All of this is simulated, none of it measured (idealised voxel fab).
process module | voxel double patterning
cross-section cut | 255 nm wide | cells 5 nm
A cross-section is a grid of square cells, given in bands from the top down. A band is one or more rows of cells.
Each band's line starts with the height of the band's top and of its bottom, in nm. Then come its materials from left to right, each with its width in nm. One material with "throughout" fills the band from edge to edge. "air" is empty space.
Height 0 is the level under which the wafer as received is all one material. The lowest band goes on downwards, as in "0 down".
A width such as "30 to 40" changes by the same amount from each row of cells to the next, from the band's top row to its bottom row.
"no change" after a step means that no cell of the cross-section changed.
closed voids: empty space of 8 cells or more with no open way to the top, each as width x height at its distance from the left edge, in nm
after a step's settings: what the simulator itself notes on the step
overlay nm, on a step with a mask: how far to the right of its planned place the mask lay; to the left if negative
plan
1 op RECEIVE | material Si
2 op CONFORMAL_DEP | material SiO2 | thk nm 10
3 op DIRECTIONAL_DEP | material W | thk nm 15
4 op DIRECTIONAL_DEP | material SiCN | thk nm 5
5 op DIRECTIONAL_DEP | material aC | thk nm 15
6 op PATTERN | tone open | mask id FIRST | material resist | width nm 15 | pitch nm 50 | thk nm 30 | overlay nm 0
7 op DIRECTIONAL_ETCH | etch materials aC | depth nm 15
8 op STRIP | etch materials resist
9 op DIRECTIONAL_ETCH | etch materials SiCN | depth nm 5
10 op STRIP | etch materials aC
11 op PATTERN | tone open | mask id SECOND | material resist | width nm 15 | pitch nm 50 | thk nm 15 | overlay nm 0
12 op DIRECTIONAL_ETCH | etch materials SiCN | depth nm 5
13 op STRIP | etch materials resist
14 op DIRECTIONAL_ETCH | etch materials W | depth nm 15
15 op STRIP | etch materials SiCN
varied across the wafers: width nm of step 11. The plan shows the first wafer's value. All wafers start alike
first wafer as received, after step 1
  0 down: Si throughout
  closed voids: none
each wafer at the end: cells of each material gained (+) or lost (-) since it was received, then its closed voids
width nm 15 | +102 SiO2 | +108 W | closed voids: none
width nm 20 | +102 SiO2 | +102 W | closed voids: none
width nm 25 | +102 SiO2 | +96 W | closed voids: none
width nm 30 | +102 SiO2 | +90 W | closed voids: none
